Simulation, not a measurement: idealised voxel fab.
The following is a process module called voxel spacer lines.
Square cells of 5 nm make up the cross-section cut, whose width is 220 nm.
Cross-section = grid of square cells, listed top down in bands; band = one or more rows.
Band entry format. Leading values: height of top, height of bottom, nm. Remainder: materials in left-to-right order, each with its width in nm. Special words: "throughout" on a single material, which then fills the band edge to edge; "blank", empty space.
Heights are reckoned from 0. Under this level, the received wafer is all of one material. The bottommost band is open-ended downward, for example "0 nm and below".
You'd read "30..40" like this: the band's top row of cells is as wide as the first number, its bottom row is as wide as the second, and going down, every row changes width by the same amount as the row before did.
"no alterations made" means the step left every cell of the cross-section as it was.
"closed voids": sealed empty spaces, 8 cells or more, no open way to top, listed width x height at distance, with distance from the left edge and width, height and distance in nm.
On each step's line, the part that comes after the settings is the simulator's own comment on the step.
If you see "overlay nm" on a step's line and that step has a mask, it's telling you how far right of where it was planned the mask ended up; a negative number means it went left instead.

The following list gives the planned process steps:
1 RECEIVE | material Si
2 CONFORMAL_DEP | material Al2O3 | thk nm 5
3 DIRECTIONAL_DEP | material SiN | thk nm 15
4 DIRECTIONAL_DEP | material polySi | thk nm 25
5 PATTERN | tone cover | mask id MANDREL | material resist | width nm 20 | pitch nm 70 | thk nm 35 | overlay nm 0
6 DIRECTIONAL_ETCH | etch materials polySi | depth nm 25
7 STRIP | etch materials resist
8 CONFORMAL_DEP | material SiO2 | thk nm 15
9 DIRECTIONAL_ETCH | etch materials SiO2 | depth nm 15
10 STRIP | etch materials polySi
11 DIRECTIONAL_ETCH | etch materials SiN | depth nm 15
12 STRIP | etch materials SiO2
13 FILL_DEP | material lowk | thk nm 10
14 CMP | height nm 20

Wafer cross-section on receipt, i.e. after step 1:
0 nm and below: Si throughout
closed voids: none

Cross-section, end of module. Start: as above. Plan: as above. Execution: one mistake:
20 nm to 5 nm: lowk (45) | SiN (15) | lowk (30) | SiN (15) | lowk (10) | SiN (15) | lowk (30) | SiN (15) | lowk (45)
5 nm to 0 nm: Al2O3 throughout
0 nm and below: Si throughout
closed voids: none
Want to know what went wrong? the process deviated at step 5: the operation and settings actually run there were PATTERN | tone cover | mask id MANDREL | material resist | width nm 30 | pitch nm 70 | thk nm 35 | overlay nm 0
